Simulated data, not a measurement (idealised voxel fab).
process module | voxel double patterning
cross-section cut | 250 nm wide | cells 5 nm
A cross-section is a grid of square cells, given in bands from the top down. A band is one or more rows of cells.
Each band's line starts with the height of the band's top and of its bottom, in nm. Then come its materials from left to right, each with its width in nm. One material with "throughout" fills the band from edge to edge. "air" is empty space.
Height 0 is the level under which the wafer as received is all one material. The lowest band goes on downwards, as in "0 down".
A width such as "30 to 40" changes by the same amount from each row of cells to the next, from the band's top row to its bottom row.
"no change" after a step means that no cell of the cross-section changed.
closed voids: empty space of 8 cells or more with no open way to the top, each as width x height at its distance from the left edge, in nm
after a step's settings: what the simulator itself notes on the step
overlay nm, on a step with a mask: how far to the right of its planned place the mask lay; to the left if negative
plan
1 op RECEIVE | material Si
2 op CONFORMAL_DEP | material SiN | thk nm 5
3 op DIRECTIONAL_DEP | material SiO2 | thk nm 20
4 op DIRECTIONAL_DEP | material SiCN | thk nm 10
5 op DIRECTIONAL_DEP | material aC | thk nm 15
6 op PATTERN | tone open | mask id FIRST | material resist | width nm 15 | pitch nm 50 | thk nm 35 | overlay nm 0
7 op DIRECTIONAL_ETCH | etch materials aC | depth nm 15
8 op STRIP | etch materials resist
9 op DIRECTIONAL_ETCH | etch materials SiCN | depth nm 10
10 op STRIP | etch materials aC
11 op MASKED_ETCH | tone open | mask id SECOND | width nm 15 | etch materials SiCN | depth nm 10 | overlay nm 0
12 op DIRECTIONAL_ETCH | etch materials SiO2 | depth nm 20
13 op STRIP | etch materials SiCN
first wafer, as planned
as received, after step 1
  0 down: Si throughout
  closed voids: none
after step 2
  5 to 0: SiN throughout
  below 0: unchanged
after step 3
  25 to 5: SiO2 throughout
  below 5: unchanged
after step 4
  35 to 25: SiCN throughout
  below 25: unchanged
after step 5
  50 to 35: aC throughout
  below 35: unchanged
after step 6
  85 to 50: resist 90 | air 15 | resist 35 | air 15 | resist 95
  below 50: unchanged
after step 7
  70 to 50: resist 90 | air 15 | resist 35 | air 15 | resist 95
  50 to 35: aC 90 | air 15 | aC 35 | air 15 | aC 95
  below 35: unchanged
after step 8
  50 to 35: aC 90 | air 15 | aC 35 | air 15 | aC 95
  below 35: unchanged
after step 9
  50 to 35: aC 90 | air 15 | aC 35 | air 15 | aC 95
  35 to 25: SiCN 90 | air 15 | SiCN 35 | air 15 | SiCN 95
  below 25: unchanged
after step 10
  35 to 25: SiCN 90 | air 15 | SiCN 35 | air 15 | SiCN 95
  below 25: unchanged
after step 11
  35 to 25: SiCN 90 | air 15 | SiCN 10 | air 15 | SiCN 10 | air 15 | SiCN 95
  below 25: unchanged
after step 12
  35 to 25: SiCN 90 | air 15 | SiCN 10 | air 15 | SiCN 10 | air 15 | SiCN 95
  25 to 5: SiO2 90 | air 15 | SiO2 10 | air 15 | SiO2 10 | air 15 | SiO2 95
  below 5: unchanged
after step 13
  25 to 5: SiO2 90 | air 15 | SiO2 10 | air 15 | SiO2 10 | air 15 | SiO2 95
  below 5: unchanged
second wafer: like start, like plan, one mistake. Through step 2 it matches the first wafer
when step 3 should have ended
  45 to 5: SiO2 throughout
  below 5: unchanged
when step 4 should have ended
  55 to 45: SiCN throughout
  below 45: unchanged
when step 5 should have ended
  70 to 55: aC throughout
  below 55: unchanged
when step 6 should have ended
  105 to 70: resist 90 | air 15 | resist 35 | air 15 | resist 95
  below 70: unchanged
when step 7 should have ended
  90 to 70: resist 90 | air 15 | resist 35 | air 15 | resist 95
  70 to 55: aC 90 | air 15 | aC 35 | air 15 | aC 95
  below 55: unchanged
when step 8 should have ended
  70 to 55: aC 90 | air 15 | aC 35 | air 15 | aC 95
  below 55: unchanged
when step 9 should have ended
  70 to 55: aC 90 | air 15 | aC 35 | air 15 | aC 95
  55 to 45: SiCN 90 | air 15 | SiCN 35 | air 15 | SiCN 95
  below 45: unchanged
when step 10 should have ended
  55 to 45: SiCN 90 | air 15 | SiCN 35 | air 15 | SiCN 95
  below 45: unchanged
when step 11 should have ended
  55 to 45: SiCN 90 | air 15 | SiCN 10 | air 15 | SiCN 10 | air 15 | SiCN 95
  below 45: unchanged
when step 12 should have ended
  55 to 45: SiCN 90 | air 15 | SiCN 10 | air 15 | SiCN 10 | air 15 | SiCN 95
  45 to 25: SiO2 90 | air 15 | SiO2 10 | air 15 | SiO2 10 | air 15 | SiO2 95
  below 25: unchanged
when step 13 should have ended
  45 to 25: SiO2 90 | air 15 | SiO2 10 | air 15 | SiO2 10 | air 15 | SiO2 95
  below 25: unchanged
what went wrong: step 3 was run twice
at the end the second wafer has, in cells: 200 more of SiO2
